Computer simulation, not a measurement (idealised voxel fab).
process module | voxel wiring stack
cross-section cut | 170 nm wide | cells 5 nm
A cross-section is a grid of square cells, given in bands from the top down. A band is one or more rows of cells.
Each band's line starts with the height of the band's top and of its bottom, in nm. Then come its materials from left to right, each with its width in nm. One material with "throughout" fills the band from edge to edge. "air" is empty space.
Height 0 is the level under which the wafer as received is all one material. The lowest band goes on downwards, as in "0 down".
A width such as "30 to 40" changes by the same amount from each row of cells to the next, from the band's top row to its bottom row.
"no change" after a step means that no cell of the cross-section changed.
closed voids: empty space of 8 cells or more with no open way to the top, each as width x height at its distance from the left edge, in nm
after a step's settings: what the simulator itself notes on the step
overlay nm, on a step with a mask: how far to the right of its planned place the mask lay; to the left if negative
plan
1 op RECEIVE | material Si
2 op CONFORMAL_DEP | material SiO2 | thk nm 10
3 op DIRECTIONAL_DEP | material TiN | thk nm 5
4 op DIRECTIONAL_DEP | material W | thk nm 25
5 op PATTERN | tone cover | mask id METAL_1 | material resist | width nm 30 | pitch nm 55 | thk nm 20 | overlay nm 0
6 op DIRECTIONAL_ETCH | etch materials W | depth nm 25
7 op DIRECTIONAL_ETCH | etch materials TiN | depth nm 5
8 op STRIP | etch materials resist
9 op FILL_DEP | material lowk | thk nm 5
10 op CMP | height nm 40
11 op CONFORMAL_DEP | material SiCN | thk nm 5
12 op DIRECTIONAL_DEP | material lowk | thk nm 20
13 op DIRECTIONAL_DEP | material aC | thk nm 10
14 op PATTERN | tone open | mask id PLUG_1 | material resist | width nm 15 | pitch nm 55 | thk nm 25 | overlay nm 0
15 op DIRECTIONAL_ETCH | etch materials aC | depth nm 10
16 op STRIP | etch materials resist
17 op DIRECTIONAL_ETCH | etch materials lowk | depth nm 20
18 op DIRECTIONAL_ETCH | etch materials SiCN | depth nm 5
19 op STRIP | etch materials aC
20 op CONFORMAL_DEP | material TiN | thk nm 5
21 op FILL_DEP | material Cu | thk nm 10
22 op CMP | height nm 65
23 op CONFORMAL_DEP | material SiN | thk nm 5
24 op DIRECTIONAL_DEP | material SiO2 | thk nm 15
25 op MASKED_ETCH | tone open | mask id METAL_2 | width nm 30 | pitch nm 55 | etch materials SiO2 | depth nm 15 | overlay nm 0
26 op MASKED_ETCH | tone open | mask id METAL_2 | width nm 30 | pitch nm 55 | etch materials SiN | depth nm 5 | overlay nm 0
27 op CONFORMAL_DEP | material TiN | thk nm 5
28 op FILL_DEP | material Cu | thk nm 10
29 op CMP | height nm 85
30 op CONFORMAL_DEP | material SiCN | thk nm 5
first wafer, as planned
as received, after step 1
  0 down: Si throughout
  closed voids: none
after step 2
  10 to 0: SiO2 throughout
  below 0: unchanged
after step 3
  15 to 10: TiN throughout
  below 10: unchanged
after step 4
  40 to 15: W throughout
  below 15: unchanged
after step 5
  60 to 40: air 15 | resist 30 | air 25 | resist 30 | air 25 | resist 30 | air 15
  below 40: unchanged
after step 6
  60 to 40: air 15 | resist 30 | air 25 | resist 30 | air 25 | resist 30 | air 15
  40 to 15: air 15 | W 30 | air 25 | W 30 | air 25 | W 30 | air 15
  below 15: unchanged
after step 7
  60 to 40: air 15 | resist 30 | air 25 | resist 30 | air 25 | resist 30 | air 15
  40 to 15: air 15 | W 30 | air 25 | W 30 | air 25 | W 30 | air 15
  15 to 10: air 15 | TiN 30 | air 25 | TiN 30 | air 25 | TiN 30 | air 15
  below 10: unchanged
after step 8
  40 to 15: air 15 | W 30 | air 25 | W 30 | air 25 | W 30 | air 15
  below 15: unchanged
after step 9
  45 to 40: lowk throughout
  40 to 15: lowk 15 | W 30 | lowk 25 | W 30 | lowk 25 | W 30 | lowk 15
  15 to 10: lowk 15 | TiN 30 | lowk 25 | TiN 30 | lowk 25 | TiN 30 | lowk 15
  below 10: unchanged
after step 10
  40 to 15: lowk 15 | W 30 | lowk 25 | W 30 | lowk 25 | W 30 | lowk 15
  below 15: unchanged
after step 11
  45 to 40: SiCN throughout
  below 40: unchanged
after step 12
  65 to 45: lowk throughout
  below 45: unchanged
after step 13
  75 to 65: aC throughout
  below 65: unchanged
after step 14
  100 to 75: resist 15 | air 15 | resist 40 | air 15 | resist 40 | air 15 | resist 30
  below 75: unchanged
after step 15
  90 to 75: resist 15 | air 15 | resist 40 | air 15 | resist 40 | air 15 | resist 30
  75 to 65: aC 15 | air 15 | aC 40 | air 15 | aC 40 | air 15 | aC 30
  below 65: unchanged
after step 16
  75 to 65: aC 15 | air 15 | aC 40 | air 15 | aC 40 | air 15 | aC 30
  below 65: unchanged
after step 17
  75 to 65: aC 15 | air 15 | aC 40 | air 15 | aC 40 | air 15 | aC 30
  65 to 45: lowk 15 | air 15 | lowk 40 | air 15 | lowk 40 | air 15 | lowk 30
  below 45: unchanged
after step 18
  75 to 65: aC 15 | air 15 | aC 40 | air 15 | aC 40 | air 15 | aC 30
  65 to 45: lowk 15 | air 15 | lowk 40 | air 15 | lowk 40 | air 15 | lowk 30
  45 to 40: SiCN 15 | air 15 | SiCN 40 | air 15 | SiCN 40 | air 15 | SiCN 30
  below 40: unchanged
after step 19
  65 to 45: lowk 15 | air 15 | lowk 40 | air 15 | lowk 40 | air 15 | lowk 30
  below 45: unchanged
after step 20
  70 to 65: TiN 20 | air 5 | TiN 50 | air 5 | TiN 50 | air 5 | TiN 35
  65 to 45: lowk 15 | TiN 5 | air 5 | TiN 5 | lowk 40 | TiN 5 | air 5 | TiN 5 | lowk 40 | TiN 5 | air 5 | TiN 5 | lowk 30
  45 to 40: SiCN 15 | TiN 15 | SiCN 40 | TiN 15 | SiCN 40 | TiN 15 | SiCN 30
  below 40: unchanged
after step 21
  80 to 70: Cu throughout
  70 to 65: TiN 20 | Cu 5 | TiN 50 | Cu 5 | TiN 50 | Cu 5 | TiN 35
  65 to 45: lowk 15 | TiN 5 | Cu 5 | TiN 5 | lowk 40 | TiN 5 | Cu 5 | TiN 5 | lowk 40 | TiN 5 | Cu 5 | TiN 5 | lowk 30
  below 45: unchanged
after step 22
  65 to 45: lowk 15 | TiN 5 | Cu 5 | TiN 5 | lowk 40 | TiN 5 | Cu 5 | TiN 5 | lowk 40 | TiN 5 | Cu 5 | TiN 5 | lowk 30
  below 45: unchanged
after step 23
  70 to 65: SiN throughout
  below 65: unchanged
after step 24
  85 to 70: SiO2 throughout
  below 70: unchanged
after step 25
  85 to 70: SiO2 15 | air 30 | SiO2 25 | air 30 | SiO2 25 | air 30 | SiO2 15
  below 70: unchanged
after step 26
  85 to 70: SiO2 15 | air 30 | SiO2 25 | air 30 | SiO2 25 | air 30 | SiO2 15
  70 to 65: SiN 15 | air 30 | SiN 25 | air 30 | SiN 25 | air 30 | SiN 15
  below 65: unchanged
after step 27
  90 to 85: TiN 20 | air 20 | TiN 35 | air 20 | TiN 35 | air 20 | TiN 20
  85 to 70: SiO2 15 | TiN 5 | air 20 | TiN 5 | SiO2 25 | TiN 5 | air 20 | TiN 5 | SiO2 25 | TiN 5 | air 20 | TiN 5 | SiO2 15
  70 to 65: SiN 15 | TiN 30 | SiN 25 | TiN 30 | SiN 25 | TiN 30 | SiN 15
  below 65: unchanged
after step 28
  100 to 90: Cu throughout
  90 to 85: TiN 20 | Cu 20 | TiN 35 | Cu 20 | TiN 35 | Cu 20 | TiN 20
  85 to 70: SiO2 15 | TiN 5 | Cu 20 | TiN 5 | SiO2 25 | TiN 5 | Cu 20 | TiN 5 | SiO2 25 | TiN 5 | Cu 20 | TiN 5 | SiO2 15
  below 70: unchanged
after step 29
  85 to 70: SiO2 15 | TiN 5 | Cu 20 | TiN 5 | SiO2 25 | TiN 5 | Cu 20 | TiN 5 | SiO2 25 | TiN 5 | Cu 20 | TiN 5 | SiO2 15
  below 70: unchanged
after step 30
  90 to 85: SiCN throughout
  below 85: unchanged
second wafer: like start, like plan, one mistake. Through step 23 it matches the first wafer
when step 24 should have ended: no change
when step 25 should have ended: no change
when step 26 should have ended
  70 to 65: SiN 15 | air 30 | SiN 25 | air 30 | SiN 25 | air 30 | SiN 15
  below 65: unchanged
when step 27 should have ended
  75 to 70: TiN 20 | air 20 | TiN 35 | air 20 | TiN 35 | air 20 | TiN 20
  70 to 65: SiN 15 | TiN 30 | SiN 25 | TiN 30 | SiN 25 | TiN 30 | SiN 15
  below 65: unchanged
when step 28 should have ended
  85 to 75: Cu throughout
  75 to 70: TiN 20 | Cu 20 | TiN 35 | Cu 20 | TiN 35 | Cu 20 | TiN 20
  below 70: unchanged
when step 29 should have ended: no change
when step 30 should have ended
  90 to 85: SiCN throughout
  below 85: unchanged
what went wrong: step 24 was left out
at the end the second wafer has, in cells: 44 more of Cu | 48 fewer of SiO2 | 4 more of TiN
